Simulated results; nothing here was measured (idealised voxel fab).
process module | voxel gate over fins
cross-section cut | 210 nm wide | cells 5 nm
A cross-section is a grid of square cells, given in bands from the top down. A band is one or more rows of cells.
Each band's line starts with the height of the band's top and of its bottom, in nm. Then come its materials from left to right, each with its width in nm. One material with "throughout" fills the band from edge to edge. "air" is empty space.
Height 0 is the level under which the wafer as received is all one material. The lowest band goes on downwards, as in "0 down".
A width such as "30 to 40" changes by the same amount from each row of cells to the next, from the band's top row to its bottom row.
"no change" after a step means that no cell of the cross-section changed.
closed voids: empty space of 8 cells or more with no open way to the top, each as width x height at its distance from the left edge, in nm
after a step's settings: what the simulator itself notes on the step
overlay nm, on a step with a mask: how far to the right of its planned place the mask lay; to the left if negative
plan
1 op RECEIVE | material Si
2 op CONFORMAL_DEP | material SiN | thk nm 10
3 op DIRECTIONAL_DEP | material aC | thk nm 10
4 op PATTERN | tone cover | mask id FINS | material resist | width nm 15 | pitch nm 55 | thk nm 30 | overlay nm 0
5 op DIRECTIONAL_ETCH | etch materials aC | depth nm 10
6 op STRIP | etch materials resist
7 op DIRECTIONAL_ETCH | etch materials SiN | depth nm 10
8 op DIRECTIONAL_ETCH | etch materials Si | depth nm 35
9 op STRIP | etch materials aC
10 op FILL_DEP | material SiO2 | thk nm 15
11 op CMP | height nm 10
12 op DIRECTIONAL_DEP | material aC | thk nm 10
13 op PATTERN | tone open | mask id RAIL | material resist | width nm 15 | thk nm 25 | overlay nm 0
14 op DIRECTIONAL_ETCH | etch materials aC | depth nm 10
15 op STRIP | etch materials resist
16 op DIRECTIONAL_ETCH | etch materials SiO2 | depth nm 40
17 op STRIP | etch materials aC
18 op CONFORMAL_DEP | material TiN | thk nm 5
19 op FILL_DEP | material W | thk nm 10
20 op CMP | height nm 10
21 op SELECTIVE_ETCH | etch materials W Ru TiN | depth nm 30
22 op FILL_DEP | material SiO2 | thk nm 5
23 op CMP | height nm 10
24 op SELECTIVE_ETCH | etch materials SiO2 | depth nm 20
25 op STRIP | etch materials SiN
26 op CONFORMAL_DEP | material HfO2 | thk nm 5
27 op CONFORMAL_DEP | material TiN | thk nm 5
28 op CONFORMAL_DEP | material TiAl | thk nm 5
29 op CONFORMAL_DEP | material TiN | thk nm 5
30 op FILL_DEP | material W | thk nm 15
31 op CMP | height nm 30
32 op CONFORMAL_DEP | material SiCN | thk nm 10
as received, after step 1
  0 down: Si throughout
  closed voids: none
first wafer at the end, as planned
  40 to 30: SiCN throughout
  30 to 20: W throughout
  20 to 15: W 20 | TiN 165 | W 25
  15 to 10: W 20 | TiN 5 | TiAl 45 | TiN 10 | TiAl 45 | TiN 10 | TiAl 45 | TiN 5 | W 25
  10 to 5: TiN 25 | TiAl 5 | TiN 35 | TiAl 5 | TiN 10 | TiAl 5 | TiN 35 | TiAl 5 | TiN 10 | TiAl 5 | TiN 35 | TiAl 5 | TiN 30
  5 to 0: TiAl 30 | TiN 5 | HfO2 25 | TiN 5 | TiAl 20 | TiN 5 | HfO2 25 | TiN 5 | TiAl 20 | TiN 5 | HfO2 25 | TiN 5 | TiAl 35
  0 to -5: TiN 35 | HfO2 5 | Si 15 | HfO2 5 | TiN 30 | HfO2 5 | Si 15 | HfO2 5 | TiN 30 | HfO2 5 | Si 15 | HfO2 5 | TiN 40
  -5 to -10: HfO2 40 | Si 15 | HfO2 40 | Si 15 | HfO2 40 | Si 15 | HfO2 45
  -10 to -20: SiO2 40 | Si 15 | SiO2 40 | Si 15 | SiO2 40 | Si 15 | SiO2 45
  -20 to -25: SiO2 40 | Si 15 | SiO2 10 | TiN 5 | W 5 | TiN 5 | SiO2 15 | Si 15 | SiO2 40 | Si 15 | SiO2 45
  -25 to -30: SiO2 40 | Si 15 | SiO2 10 | TiN 15 | SiO2 15 | Si 15 | SiO2 40 | Si 15 | SiO2 45
  -30 to -35: SiO2 40 | Si 15 | SiO2 40 | Si 15 | SiO2 40 | Si 15 | SiO2 45
  -35 down: Si throughout
  closed voids: none
second wafer at the end: like start, like plan, one mistake
  40 to 30: SiCN throughout
  30 to 20: W throughout
  20 to 15: W 15 | TiN 165 | W 30
  15 to 10: W 15 | TiN 5 | TiAl 45 | TiN 10 | TiAl 45 | TiN 10 | TiAl 45 | TiN 5 | W 30
  10 to 5: TiN 20 | TiAl 5 | TiN 35 | TiAl 5 | TiN 10 | TiAl 5 | TiN 35 | TiAl 5 | TiN 10 | TiAl 5 | TiN 35 | TiAl 5 | TiN 35
  5 to 0: TiAl 25 | TiN 5 | HfO2 25 | TiN 5 | TiAl 20 | TiN 5 | HfO2 25 | TiN 5 | TiAl 20 | TiN 5 | HfO2 25 | TiN 5 | TiAl 40
  0 to -5: TiN 30 | HfO2 5 | Si 15 | HfO2 5 | TiN 30 | HfO2 5 | Si 15 | HfO2 5 | TiN 30 | HfO2 5 | Si 15 | HfO2 5 | TiN 45
  -5 to -10: HfO2 35 | Si 15 | HfO2 40 | Si 15 | HfO2 40 | Si 15 | HfO2 50
  -10 to -20: SiO2 35 | Si 15 | SiO2 40 | Si 15 | SiO2 40 | Si 15 | SiO2 50
  -20 to -25: SiO2 35 | Si 15 | SiO2 15 | TiN 5 | W 5 | TiN 5 | SiO2 10 | Si 15 | SiO2 40 | Si 15 | SiO2 50
  -25 to -30: SiO2 35 | Si 15 | SiO2 15 | TiN 15 | SiO2 10 | Si 15 | SiO2 40 | Si 15 | SiO2 50
  -30 to -35: SiO2 35 | Si 15 | SiO2 40 | Si 15 | SiO2 40 | Si 15 | SiO2 50
  -35 down: Si throughout
  closed voids: none
what went wrong: step 4 ran as: op PATTERN | tone cover | mask id FINS | material resist | width nm 15 | pitch nm 55 | thk nm 30 | overlay nm -5
at the end the second wafer has, in cells: as many of each material as the first, in other places
